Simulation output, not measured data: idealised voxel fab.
Process module in this document: voxel self aligned vias
This is section cut - it's 285 nm across, gridded in 5 nm square cells.
When this document writes out a cross-section, it uses a grid of square cells and lists it as bands, beginning at the top and moving down, with a band standing for one or more rows of cells.
Within each band entry, the heights of the top and of the bottom of the band appear first, in that order and in nm; the materials of the band then follow from left to right, each with its corresponding width in nm. The designation "all across" on a single material indicates that it fills the band from edge to edge; the designation "air" indicates empty space.
Height is counted from the level 0, under which the received wafer is composed throughout of one material. The lowest of the bands is not closed at the bottom but continues downward, in the notation "z 0 and below".
A width such as "30..40" changes by the same amount from each row of cells to the next, from the band's top row to its bottom row.
What does "everything unchanged" mean for a step? It means no cell of the cross-section changed in that step.
Enclosed voids (no open way to top), threshold 8 cells or more, entry "Trapped cavities", notation width x height at distance, distance from left edge, nm.
Note: text after step settings on the step line = simulator remark on that step.
The line of a step may include "overlay nm". On a step with a mask, this value is how far to the right of its planned place the mask lay. A negative value means the mask lay to the left.
Set out below are the planned steps of the process:
| 1 | RECEIVE [material Si] |
| 2 | CONFORMAL_DEP [material SiO2] [thk nm 10] |
| 3 | CONFORMAL_DEP [material SiCN] [thk nm 5] |
| 4 | DIRECTIONAL_DEP [material SiO2] [thk nm 25] |
| 5 | DIRECTIONAL_DEP [material aC] [thk nm 10] |
| 6 | PATTERN [tone open] [mask id LINES] [material resist] [width nm 30] [pitch nm 75] [thk nm 30] [overlay nm 0] |
| 7 | DIRECTIONAL_ETCH [etch materials aC] [depth nm 10] |
| 8 | STRIP [etch materials resist] |
| 9 | DIRECTIONAL_ETCH [etch materials SiO2] [depth nm 25] |
| 10 | STRIP [etch materials aC] |
| 11 | CONFORMAL_DEP [material TiN] [thk nm 5] |
| 12 | FILL_DEP [material Ru] [thk nm 10] |
| 13 | CMP [height nm 40] |
| 14 | SELECTIVE_ETCH [etch materials W Ru TiN] [depth nm 10] |
| 15 | FILL_DEP [material SiN] [thk nm 10] |
| 16 | CMP [height nm 40] |
| 17 | DIRECTIONAL_DEP [material SiO2] [thk nm 15] |
| 18 | PATTERN [tone open] [mask id VIAS] [material resist] [width nm 50] [thk nm 15] [overlay nm 0] |
| 19 | DIRECTIONAL_ETCH [etch materials SiO2] [depth nm 15] |
| 20 | DIRECTIONAL_ETCH [etch materials SiN] [depth nm 10] |
| 21 | STRIP [etch materials resist] |
| 22 | CONFORMAL_DEP [material TiN] [thk nm 5] |
| 23 | FILL_DEP [material Ru] [thk nm 10] |
| 24 | CMP [height nm 55] |
| 25 | CONFORMAL_DEP [material SiCN] [thk nm 5] |
The following pertains to the first of two wafers, which was processed as planned:
Step 1 complete: cross-section of the wafer as received:
> z 0 and below | Si all across
> Trapped cavities: none
Wafer section view after processing step 2:
> z 10 to 0 | SiO2 all across
> Everything under 0 stays put, no change at all.
Wafer section view after processing step 3:
> z 15 to 10 | SiCN all across
> Everything under 10 stays put, no change at all.
Wafer section view after processing step 4:
> z 40 to 15 | SiO2 all across
> Everything under 15 stays put, no change at all.
Wafer section view after processing step 5:
> z 50 to 40 | aC all across
> Everything under 40 stays put, no change at all.
Wafer section view after processing step 6:
> z 80 to 50 | resist 90, air 30, resist 45, air 30, resist 90
> Everything under 50 stays put, no change at all.
Wafer section view after processing step 7:
> z 70 to 50 | resist 90, air 30, resist 45, air 30, resist 90
> z 50 to 40 | aC 90, air 30, aC 45, air 30, aC 90
> Everything under 40 stays put, no change at all.
Wafer section view after processing step 8:
> z 50 to 40 | aC 90, air 30, aC 45, air 30, aC 90
> Everything under 40 stays put, no change at all.
Wafer section view after processing step 9:
> z 50 to 40 | aC 90, air 30, aC 45, air 30, aC 90
> z 40 to 15 | SiO2 90, air 30, SiO2 45, air 30, SiO2 90
> Everything under 15 stays put, no change at all.
Wafer section view after processing step 10:
> z 40 to 15 | SiO2 90, air 30, SiO2 45, air 30, SiO2 90
> Everything under 15 stays put, no change at all.
Wafer section view after processing step 11:
> z 45 to 40 | TiN 95, air 20, TiN 55, air 20, TiN 95
> z 40 to 20 | SiO2 90, TiN 5, air 20, TiN 5, SiO2 45, TiN 5, air 20, TiN 5, SiO2 90
> z 20 to 15 | SiO2 90, TiN 30, SiO2 45, TiN 30, SiO2 90
> Everything under 15 stays put, no change at all.
Wafer section view after processing step 12:
> z 55 to 45 | Ru all across
> z 45 to 40 | TiN 95, Ru 20, TiN 55, Ru 20, TiN 95
> z 40 to 20 | SiO2 90, TiN 5, Ru 20, TiN 5, SiO2 45, TiN 5, Ru 20, TiN 5, SiO2 90
> Everything under 20 stays put, no change at all.
Wafer section view after processing step 13:
> z 40 to 20 | SiO2 90, TiN 5, Ru 20, TiN 5, SiO2 45, TiN 5, Ru 20, TiN 5, SiO2 90
> Everything under 20 stays put, no change at all.
Wafer section view after processing step 14:
> z 40 to 30 | SiO2 90, air 30, SiO2 45, air 30, SiO2 90
> Everything under 30 stays put, no change at all.
Wafer section view after processing step 15:
> z 50 to 40 | SiN all across
> z 40 to 30 | SiO2 90, SiN 30, SiO2 45, SiN 30, SiO2 90
> Everything under 30 stays put, no change at all.
Wafer section view after processing step 16:
> z 40 to 30 | SiO2 90, SiN 30, SiO2 45, SiN 30, SiO2 90
> Everything under 30 stays put, no change at all.
Wafer section view after processing step 17:
> z 55 to 40 | SiO2 all across
> Everything under 40 stays put, no change at all.
Wafer section view after processing step 18:
> z 70 to 55 | resist 80, air 50, resist 155
> Everything under 55 stays put, no change at all.
Wafer section view after processing step 19:
> z 70 to 55 | resist 80, air 50, resist 155
> z 55 to 40 | SiO2 80, air 50, SiO2 155
> Everything under 40 stays put, no change at all.
Wafer section view after processing step 20:
> z 70 to 55 | resist 80, air 50, resist 155
> z 55 to 40 | SiO2 80, air 50, SiO2 155
> z 40 to 30 | SiO2 90, air 30, SiO2 45, SiN 30, SiO2 90
> Everything under 30 stays put, no change at all.
Wafer section view after processing step 21:
> z 55 to 40 | SiO2 80, air 50, SiO2 155
> Everything under 40 stays put, no change at all.
Wafer section view after processing step 22:
> z 60 to 55 | TiN 85, air 40, TiN 160
> z 55 to 45 | SiO2 80, TiN 5, air 40, TiN 5, SiO2 155
> z 45 to 40 | SiO2 80, TiN 15, air 20, TiN 15, SiO2 155
> z 40 to 35 | SiO2 90, TiN 5, air 20, TiN 5, SiO2 45, SiN 30, SiO2 90
> z 35 to 30 | SiO2 90, TiN 30, SiO2 45, SiN 30, SiO2 90
> Everything under 30 stays put, no change at all.
Wafer section view after processing step 23:
> z 70 to 60 | Ru all across
> z 60 to 55 | TiN 85, Ru 40, TiN 160
> z 55 to 45 | SiO2 80, TiN 5, Ru 40, TiN 5, SiO2 155
> z 45 to 40 | SiO2 80, TiN 15, Ru 20, TiN 15, SiO2 155
> z 40 to 35 | SiO2 90, TiN 5, Ru 20, TiN 5, SiO2 45, SiN 30, SiO2 90
> Everything under 35 stays put, no change at all.
Wafer section view after processing step 24:
> z 55 to 45 | SiO2 80, TiN 5, Ru 40, TiN 5, SiO2 155
> Everything under 45 stays put, no change at all.
Wafer section view after processing step 25:
> z 60 to 55 | SiCN all across
> Everything under 55 stays put, no change at all.
Wafer two. Identical start, identical plan. One mistake in execution. Identical history through step 17:
Look at the second wafer in cross-section at the time step 18 ought to have finished:
> z 70 to 55 | air 80, resist 50, air 155
> Everything under 55 stays put, no change at all.
Look at the second wafer in cross-section at the time step 19 ought to have finished:
> z 70 to 55 | air 80, resist 50, air 155
> z 55 to 40 | air 80, SiO2 50, air 155
> Everything under 40 stays put, no change at all.
Look at the second wafer in cross-section at the time step 20 ought to have finished:
> z 70 to 55 | air 80, resist 50, air 155
> z 55 to 40 | air 80, SiO2 50, air 155
> z 40 to 30 | SiO2 90, SiN 30, SiO2 45, air 30, SiO2 90
> Everything under 30 stays put, no change at all.
Look at the second wafer in cross-section at the time step 21 ought to have finished:
> z 55 to 40 | air 80, SiO2 50, air 155
> Everything under 40 stays put, no change at all.
Look at the second wafer in cross-section at the time step 22 ought to have finished:
> z 60 to 55 | air 75, TiN 60, air 150
> z 55 to 45 | air 75, TiN 5, SiO2 50, TiN 5, air 150
> z 45 to 40 | TiN 80, SiO2 50, TiN 40, air 20, TiN 95
> z 40 to 35 | SiO2 90, SiN 30, SiO2 45, TiN 5, air 20, TiN 5, SiO2 90
> z 35 to 30 | SiO2 90, SiN 30, SiO2 45, TiN 30, SiO2 90
> Everything under 30 stays put, no change at all.
Look at the second wafer in cross-section at the time step 23 ought to have finished:
> z 70 to 60 | Ru all across
> z 60 to 55 | Ru 75, TiN 60, Ru 150
> z 55 to 45 | Ru 75, TiN 5, SiO2 50, TiN 5, Ru 150
> z 45 to 40 | TiN 80, SiO2 50, TiN 40, Ru 20, TiN 95
> z 40 to 35 | SiO2 90, SiN 30, SiO2 45, TiN 5, Ru 20, TiN 5, SiO2 90
> Everything under 35 stays put, no change at all.
Look at the second wafer in cross-section at the time step 24 ought to have finished:
> z 55 to 45 | Ru 75, TiN 5, SiO2 50, TiN 5, Ru 150
> Everything under 45 stays put, no change at all.
Look at the second wafer in cross-section at the time step 25 ought to have finished:
> z 60 to 55 | SiCN all across
> Everything under 55 stays put, no change at all.
Deviation from plan: the process deviated at step 18: the operation and settings actually run there were PATTERN [tone cover] [mask id VIAS] [material resist] [width nm 50] [thk nm 15] [overlay nm 0]
FYI, end of process, the second wafer has more or fewer cells of some materials than the first: Ru +74, SiO2 -111, TiN +37
